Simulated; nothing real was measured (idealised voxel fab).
process module | voxel ribs on slabs
cross-section cut | 155 nm wide | cells 5 nm
A cross-section is a grid of square cells, given in bands from the top down. A band is one or more rows of cells.
Each band's line starts with the height of the band's top and of its bottom, in nm. Then come its materials from left to right, each with its width in nm. One material with "throughout" fills the band from edge to edge. "air" is empty space.
Height 0 is the level under which the wafer as received is all one material. The lowest band goes on downwards, as in "0 down".
A width such as "30 to 40" changes by the same amount from each row of cells to the next, from the band's top row to its bottom row.
"no change" after a step means that no cell of the cross-section changed.
closed voids: empty space of 8 cells or more with no open way to the top, each as width x height at its distance from the left edge, in nm
after a step's settings: what the simulator itself notes on the step
overlay nm, on a step with a mask: how far to the right of its planned place the mask lay; to the left if negative
plan
1 op RECEIVE | material Si
2 op DIRECTIONAL_DEP | material SiO2 | thk nm 25
3 op DIRECTIONAL_DEP | material SiN | thk nm 20
4 op DIRECTIONAL_DEP | material aC | thk nm 15
5 op PATTERN | tone cover | mask id RIB | material resist | width nm 30 | thk nm 35 | overlay nm 0
6 op DIRECTIONAL_ETCH | etch materials aC | depth nm 15
7 op STRIP | etch materials resist
8 op DIRECTIONAL_ETCH | etch materials SiN | depth nm 10
9 op STRIP | etch materials aC
10 op DIRECTIONAL_DEP | material aC | thk nm 15
11 op PATTERN | tone cover | mask id SLAB | material resist | width nm 60 | thk nm 30 | overlay nm 0
12 op DIRECTIONAL_ETCH | etch materials aC | depth nm 15
13 op STRIP | etch materials resist
14 op DIRECTIONAL_ETCH | etch materials SiN | depth nm 10
15 op STRIP | etch materials aC
16 op FILL_DEP | material SiO2 | thk nm 20
17 op CMP | height nm 55
18 op DIRECTIONAL_DEP | material TiN | thk nm 10
19 op PATTERN | tone cover | mask id HEATER | material resist | width nm 40 | thk nm 20 | overlay nm 0
20 op DIRECTIONAL_ETCH | etch materials TiN | depth nm 10
21 op STRIP | etch materials resist
22 op CONFORMAL_DEP | material SiN | thk nm 5
first wafer, as planned
as received, after step 1
  0 down: Si throughout
  closed voids: none
after step 2
  25 to 0: SiO2 throughout
  below 0: unchanged
after step 3
  45 to 25: SiN throughout
  below 25: unchanged
after step 4
  60 to 45: aC throughout
  below 45: unchanged
after step 5
  95 to 60: air 60 | resist 30 | air 65
  below 60: unchanged
after step 6
  80 to 60: air 60 | resist 30 | air 65
  60 to 45: air 60 | aC 30 | air 65
  below 45: unchanged
after step 7
  60 to 45: air 60 | aC 30 | air 65
  below 45: unchanged
after step 8
  60 to 45: air 60 | aC 30 | air 65
  45 to 35: air 60 | SiN 30 | air 65
  below 35: unchanged
after step 9
  45 to 35: air 60 | SiN 30 | air 65
  below 35: unchanged
after step 10
  60 to 50: air 60 | aC 30 | air 65
  50 to 45: aC throughout
  45 to 35: aC 60 | SiN 30 | aC 65
  below 35: unchanged
after step 11
  90 to 60: air 45 | resist 60 | air 50
  60 to 50: air 45 | resist 15 | aC 30 | resist 15 | air 50
  below 50: unchanged
after step 12
  75 to 60: air 45 | resist 60 | air 50
  60 to 50: air 45 | resist 15 | aC 30 | resist 15 | air 50
  50 to 45: air 45 | aC 60 | air 50
  45 to 35: air 45 | aC 15 | SiN 30 | aC 15 | air 50
  below 35: unchanged
after step 13
  60 to 50: air 60 | aC 30 | air 65
  below 50: unchanged
after step 14
  60 to 50: air 60 | aC 30 | air 65
  50 to 45: air 45 | aC 60 | air 50
  45 to 35: air 45 | aC 15 | SiN 30 | aC 15 | air 50
  35 to 25: air 45 | SiN 60 | air 50
  below 25: unchanged
after step 15
  45 to 35: air 60 | SiN 30 | air 65
  below 35: unchanged
after step 16
  65 to 45: SiO2 throughout
  45 to 35: SiO2 60 | SiN 30 | SiO2 65
  35 to 25: SiO2 45 | SiN 60 | SiO2 50
  below 25: unchanged
after step 17
  55 to 45: SiO2 throughout
  below 45: unchanged
after step 18
  65 to 55: TiN throughout
  below 55: unchanged
after step 19
  85 to 65: air 55 | resist 40 | air 60
  below 65: unchanged
after step 20
  85 to 65: air 55 | resist 40 | air 60
  65 to 55: air 55 | TiN 40 | air 60
  below 55: unchanged
after step 21
  65 to 55: air 55 | TiN 40 | air 60
  below 55: unchanged
after step 22
  70 to 65: air 50 | SiN 50 | air 55
  65 to 60: air 50 | SiN 5 | TiN 40 | SiN 5 | air 55
  60 to 55: SiN 55 | TiN 40 | SiN 60
  below 55: unchanged
second wafer: like start, like plan, one mistake. Through step 10 it matches the first wafer
when step 11 should have ended
  90 to 60: resist 45 | air 60 | resist 50
  60 to 50: resist 45 | air 15 | aC 30 | air 15 | resist 50
  below 50: unchanged
when step 12 should have ended
  75 to 50: resist 45 | air 60 | resist 50
  50 to 45: aC 45 | air 60 | aC 50
  45 to 35: aC 45 | air 15 | SiN 30 | air 15 | aC 50
  below 35: unchanged
when step 13 should have ended
  50 to 45: aC 45 | air 60 | aC 50
  below 45: unchanged
when step 14 should have ended
  50 to 35: aC 45 | air 60 | aC 50
  35 to 25: SiN 45 | air 15 | SiN 30 | air 15 | SiN 50
  below 25: unchanged
when step 15 should have ended
  35 to 25: SiN 45 | air 15 | SiN 30 | air 15 | SiN 50
  below 25: unchanged
when step 16 should have ended
  55 to 35: SiO2 throughout
  35 to 25: SiN 45 | SiO2 15 | SiN 30 | SiO2 15 | SiN 50
  below 25: unchanged
when step 17 should have ended: no change
when step 18 should have ended
  65 to 55: TiN throughout
  below 55: unchanged
when step 19 should have ended
  85 to 65: air 55 | resist 40 | air 60
  below 65: unchanged
when step 20 should have ended
  85 to 65: air 55 | resist 40 | air 60
  65 to 55: air 55 | TiN 40 | air 60
  below 55: unchanged
when step 21 should have ended
  65 to 55: air 55 | TiN 40 | air 60
  below 55: unchanged
when step 22 should have ended
  70 to 65: air 50 | SiN 50 | air 55
  65 to 60: air 50 | SiN 5 | TiN 40 | SiN 5 | air 55
  60 to 55: SiN 55 | TiN 40 | SiN 60
  below 55: unchanged
what went wrong: step 11 ran as: op PATTERN | tone open | mask id SLAB | material resist | width nm 60 | thk nm 30 | overlay nm 0
at the end the second wafer has, in cells: 14 more of SiN | 14 fewer of SiO2
